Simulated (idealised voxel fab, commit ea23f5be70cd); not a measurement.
Process module name: voxel double patterning
FYI the section here is cut, 170 nm wide, cells are 5 nm squares.
We lay out every cross-section as a grid of square cells and spell it out in bands from the top down, where one band means one or more rows of cells.
First you get the band's top height and its bottom height, in nm, and then the materials it's made of, left to right, with each width in nm. If you see a single material with "full width", that one covers the band edge to edge. "blank" is empty space.
Height 0 is the level under which the wafer as received is all one material. The lowest band goes on downwards, as in "0 nm and below".
A two-number width, for instance "30 to 40", indicates that the width is equal to the first number in the top row of the band and to the second number in the bottom row, and that it changes by a constant amount per row of cells.
The designation "remained unchanged", where it is given for a processing step, indicates that no cell of the cross-section was altered in the course of that step.
Voids not open to the top, 8 cells minimum: see "Enclosed void listing". Written width x height at distance; distance is from the left edge; nm.
Step line, after settings: the simulator's comment on this step.
overlay nm: where the mask lay relative to plan, measured to the right, on steps with a mask; negatives go left.
# The process steps that were planned are listed below
1,op RECEIVE | material Si
2,op CONFORMAL_DEP | material SiN | thk nm 10
3,op DIRECTIONAL_DEP | material SiO2 | thk nm 10
4,op DIRECTIONAL_DEP | material SiCN | thk nm 5
5,op DIRECTIONAL_DEP | material aC | thk nm 15
6,op PATTERN | tone open | mask id FIRST | material resist | width nm 15 | pitch nm 50 | thk nm 30 | overlay nm 0
7,op DIRECTIONAL_ETCH | etch materials aC | depth nm 15
8,op STRIP | etch materials resist
9,op DIRECTIONAL_ETCH | etch materials SiCN | depth nm 5
10,op STRIP | etch materials aC
11,op DIRECTIONAL_DEP | material aC | thk nm 15
12,op PATTERN | tone open | mask id SECOND | material resist | width nm 15 | pitch nm 50 | thk nm 30 | overlay nm 0
13,op DIRECTIONAL_ETCH | etch materials aC | depth nm 15
14,op STRIP | etch materials resist
15,op DIRECTIONAL_ETCH | etch materials SiCN | depth nm 5
16,op STRIP | etch materials aC
17,op DIRECTIONAL_ETCH | etch materials SiO2 | depth nm 10
18,op STRIP | etch materials SiCN
# Step 1 complete: cross-section of the wafer as received
	0 nm and below: Si full width
	Enclosed void listing: none
# first wafer at the end, as planned
	20 nm to 10 nm: SiO2=25 / blank=15 / SiO2=10 / blank=15 / SiO2=10 / blank=15 / SiO2=10 / blank=15 / SiO2=10 / blank=15 / SiO2=30
	10 nm to 0 nm: SiN full width
	0 nm and below: Si full width
	Enclosed void listing: none
# End of module, second wafer, cross-section. Started like the first, planned like the first, run with one mistake
	20 nm to 10 nm: SiO2=25 / blank=20 / SiO2=5 / blank=15 / SiO2=10 / blank=20 / SiO2=5 / blank=15 / SiO2=10 / blank=20 / SiO2=25
	10 nm to 0 nm: SiN full width
	0 nm and below: Si full width
	Enclosed void listing: none
Diagnosis: step 6 went in with a setting other than planned; the actual run was op PATTERN | tone open | mask id FIRST | material resist | width nm 20 | pitch nm 50 | thk nm 30 | overlay nm 0
The closing comparison, in cells, has the second wafer with more or fewer of some materials than the first: 6 fewer of SiO2
